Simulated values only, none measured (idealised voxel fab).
Documented hereafter: the process module known as voxel ribs on slabs.
cross-section cut | 145 nm wide | cells 5 nm
Cross-section spec: square-cell grid; bands listed top down; each band is one or more rows.
A band entry consists of two parts. The first gives the height of the band's top and the height of its bottom, in nm. The rest lists the band's materials from left to right, each with its width in nm. A single material labelled with the word "all across" fills the band from edge to edge, and the word "air" marks empty space.
Height reference: 0 = level under which incoming wafer is all one material. Lowest band: no bottom, runs on downward, e.g. "0..down".
Note: "30..40" means the width goes from the first number (top row of the band) to the second number (bottom row) in equal steps per row of cells.
For the purposes of this document, the phrase "nothing was modified" attached to a step denotes that no cell within the cross-section was modified by that step.
"Internal closed voids" enumerates empty spaces isolated from the top, with no open way to it, that contain at least 8 cells, giving each as width x height at distance from the left edge, all three in nm.
Where a step's line continues beyond its settings, the continuation is a remark by the simulator itself on that step.
overlay nm: mask right of planned place by this much (step with mask). Neg. = left.

Planned step list for the process:
| 1 | RECEIVE [material Si] |
| 2 | DIRECTIONAL_DEP [material SiO2] [thk nm 30] |
| 3 | DIRECTIONAL_DEP [material polySi] [thk nm 15] |
| 4 | MASKED_ETCH [tone cover] [mask id RIB] [width nm 25] [etch materials polySi] [depth nm 5] [overlay nm 0] |
| 5 | PATTERN [tone cover] [mask id SLAB] [material resist] [width nm 65] [thk nm 20] [overlay nm 0] |
| 6 | DIRECTIONAL_ETCH [etch materials polySi] [depth nm 10] |
| 7 | STRIP [etch materials resist] |
| 8 | FILL_DEP [material SiO2] [thk nm 30] |
| 9 | CMP [height nm 65] |
| 10 | DIRECTIONAL_DEP [material TiN] [thk nm 10] |
| 11 | PATTERN [tone cover] [mask id HEATER] [material resist] [width nm 35] [thk nm 15] [overlay nm 0] |
| 12 | DIRECTIONAL_ETCH [etch materials TiN] [depth nm 10] |
| 13 | STRIP [etch materials resist] |
| 14 | CONFORMAL_DEP [material SiO2] [thk nm 5] |

Cross-section of the incoming wafer, state after step 1:
	0..down = Si all across
	Internal closed voids: none

First of two wafers: cross-section at end of module, run per plan:
	80..75 = 50 nm air | 45 nm SiO2 | 50 nm air
	75..70 = 50 nm air | 5 nm SiO2 | 35 nm TiN | 5 nm SiO2 | 50 nm air
	70..65 = 55 nm SiO2 | 35 nm TiN | 55 nm SiO2
	65..45 = SiO2 all across
	45..40 = 60 nm SiO2 | 25 nm polySi | 60 nm SiO2
	40..30 = 40 nm SiO2 | 65 nm polySi | 40 nm SiO2
	30..0 = SiO2 all across
	0..down = Si all across
	Internal closed voids: none

Module end: cross-section of wafer two of two. Same start and process plan as the first wafer. One mistake during execution:
	80..75 = 50 nm air | 45 nm SiO2 | 50 nm air
	75..70 = 50 nm air | 5 nm SiO2 | 35 nm TiN | 5 nm SiO2 | 50 nm air
	70..65 = 55 nm SiO2 | 35 nm TiN | 55 nm SiO2
	65..45 = SiO2 all across
	45..40 = 60 nm SiO2 | 25 nm polySi | 60 nm SiO2
	40..30 = 40 nm SiO2 | 65 nm polySi | 40 nm SiO2
	30..0 = TiN all across
	0..down = Si all across
	Internal closed voids: none
The plan and the run diverged here: step 2 did not use the planned setting and instead ran as DIRECTIONAL_DEP [material TiN] [thk nm 30]
End of process, cell counts, second wafer against first, materials with more or fewer: SiO2: 174 fewer | TiN: 174 more
